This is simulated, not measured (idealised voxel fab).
process module | voxel self aligned vias
cross-section cut | 250 nm wide | cells 5 nm
A cross-section is a grid of square cells, given in bands from the top down. A band is one or more rows of cells.
Each band's line starts with the height of the band's top and of its bottom, in nm. Then come its materials from left to right, each with its width in nm. One material with "throughout" fills the band from edge to edge. "air" is empty space.
Height 0 is the level under which the wafer as received is all one material. The lowest band goes on downwards, as in "0 down".
A width such as "30 to 40" changes by the same amount from each row of cells to the next, from the band's top row to its bottom row.
"no change" after a step means that no cell of the cross-section changed.
closed voids: empty space of 8 cells or more with no open way to the top, each as width x height at its distance from the left edge, in nm
after a step's settings: what the simulator itself notes on the step
overlay nm, on a step with a mask: how far to the right of its planned place the mask lay; to the left if negative
plan
1 op RECEIVE | material Si
2 op CONFORMAL_DEP | material SiO2 | thk nm 15
3 op CONFORMAL_DEP | material SiCN | thk nm 5
4 op DIRECTIONAL_DEP | material lowk | thk nm 25
5 op PATTERN | tone open | mask id LINES | material resist | width nm 20 | pitch nm 55 | thk nm 20 | overlay nm 0
6 op DIRECTIONAL_ETCH | etch materials lowk | depth nm 25
7 op STRIP | etch materials resist
8 op CONFORMAL_DEP | material TiN | thk nm 5
9 op FILL_DEP | material W | thk nm 5
10 op CMP | height nm 45
11 op SELECTIVE_ETCH | etch materials W Ru TiN | depth nm 5
12 op FILL_DEP | material SiN | thk nm 10
13 op CMP | height nm 45
14 op DIRECTIONAL_DEP | material lowk | thk nm 20
15 op DIRECTIONAL_DEP | material aC | thk nm 10
16 op PATTERN | tone open | mask id VIAS | material resist | width nm 40 | pitch nm 55 | thk nm 25 | overlay nm 0
17 op DIRECTIONAL_ETCH | etch materials aC | depth nm 10
18 op STRIP | etch materials resist
19 op DIRECTIONAL_ETCH | etch materials lowk | depth nm 20
20 op DIRECTIONAL_ETCH | etch materials SiN | depth nm 5
21 op STRIP | etch materials aC
22 op CONFORMAL_DEP | material TiN | thk nm 5
23 op FILL_DEP | material Ru | thk nm 10
24 op CMP | height nm 65
25 op CONFORMAL_DEP | material SiCN | thk nm 5
as received, after step 1
  0 down: Si throughout
  closed voids: none
first wafer at the end, as planned
  70 to 65: SiCN throughout
  65 to 50: lowk 50 | TiN 5 | Ru 30 | TiN 5 | lowk 15 | TiN 5 | Ru 30 | TiN 5 | lowk 15 | TiN 5 | Ru 30 | TiN 5 | lowk 50
  50 to 45: lowk 50 | TiN 15 | Ru 10 | TiN 15 | lowk 15 | TiN 15 | Ru 10 | TiN 15 | lowk 15 | TiN 15 | Ru 10 | TiN 15 | lowk 50
  45 to 40: lowk 60 | TiN 20 | lowk 35 | TiN 20 | lowk 35 | TiN 20 | lowk 60
  40 to 25: lowk 60 | TiN 5 | W 10 | TiN 5 | lowk 35 | TiN 5 | W 10 | TiN 5 | lowk 35 | TiN 5 | W 10 | TiN 5 | lowk 60
  25 to 20: lowk 60 | TiN 20 | lowk 35 | TiN 20 | lowk 35 | TiN 20 | lowk 60
  20 to 15: SiCN throughout
  15 to 0: SiO2 throughout
  0 down: Si throughout
  closed voids: none
second wafer at the end: like start, like plan, one mistake
  70 to 65: SiCN throughout
  65 to 45: lowk 50 | TiN 5 | Ru 30 | TiN 5 | lowk 15 | TiN 5 | Ru 30 | TiN 5 | lowk 15 | TiN 5 | Ru 30 | TiN 5 | lowk 50
  45 to 40: SiN 50 | TiN 40 | SiN 15 | TiN 40 | SiN 15 | TiN 40 | SiN 50
  40 to 25: lowk 60 | TiN 5 | W 10 | TiN 5 | lowk 35 | TiN 5 | W 10 | TiN 5 | lowk 35 | TiN 5 | W 10 | TiN 5 | lowk 60
  25 to 20: lowk 60 | TiN 20 | lowk 35 | TiN 20 | lowk 35 | TiN 20 | lowk 60
  20 to 15: SiCN throughout
  15 to 0: SiO2 throughout
  0 down: Si throughout
  closed voids: none
what went wrong: step 4 ran as: op DIRECTIONAL_DEP | material lowk | thk nm 20
at the end the second wafer has, in cells: 12 more of Ru | 26 more of SiN | 38 fewer of lowk
